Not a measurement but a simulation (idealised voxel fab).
The following is a process module called voxel released beams.
Cross-section cut: width 190 nm, square cells of 5 nm.
Each cross-section below is a grid of square cells, stated as bands in top-down order, with one or more rows of cells making up each band.
Band entry format. Leading values: height of top, height of bottom, nm. Remainder: materials in left-to-right order, each with its width in nm. Special words: "throughout" on a single material, which then fills the band edge to edge; "air", empty space.
Heights are measured from 0, the level below which the as-received wafer is all one material; the lowest band has no bottom and continues downward, written as in "0..down".
So if you see something like "30 to 40" for the width, read it as the top row of the band sitting at the first number and the bottom row at the second, with every row in between moving by the same amount as the last.
Key: "same as before" - step with no changed cell in the cross-section.
You'll see "Enclosed void catalog" listing empty spaces that have no way open to the top, as long as they're 8 cells or more; the notation is width x height at distance, where the distance is from the left edge, and all of it is in nm.
Where a step's line continues beyond its settings, the continuation is a remark by the simulator itself on that step.
Regarding "overlay nm": on a step with a mask, it is the distance the mask lay to the right of its planned place; a negative value places it to the left.
**The steps planned for the process are as follows**
step 1: RECEIVE with material Si
step 2: CONFORMAL_DEP with material SiN, thk nm 5
step 3: DIRECTIONAL_DEP with material SiO2, thk nm 20
step 4: PATTERN with tone open, mask id ANCHOR, material resist, width nm 35, thk nm 15, overlay nm 0
step 5: DIRECTIONAL_ETCH with etch materials SiO2, depth nm 20
step 6: STRIP with etch materials resist
step 7: CONFORMAL_DEP with material W, thk nm 10
step 8: PATTERN with tone cover, mask id BEAM, material resist, width nm 120, thk nm 15, overlay nm 0
step 9: DIRECTIONAL_ETCH with etch materials W, depth nm 10
step 10: STRIP with etch materials resist
step 11: STRIP with etch materials SiO2
**This is the cross-section of the wafer as we received it, i.e. after step 1**
* 0..down = Si throughout
* Enclosed void catalog: none
**Starting structure and process plan are as shown above, but one mistake was made in running the module; the wafer cross-section at the end of the module follows**
* 35..25 = 30 nm air, 120 nm W, 40 nm air
* 25..0 = SiN throughout
* 0..down = Si throughout
* Enclosed void catalog: none
Which mistake was made when the wafer was run? heads up, step 3 didn't go per plan, it actually ran as DIRECTIONAL_DEP with material SiN, thk nm 20
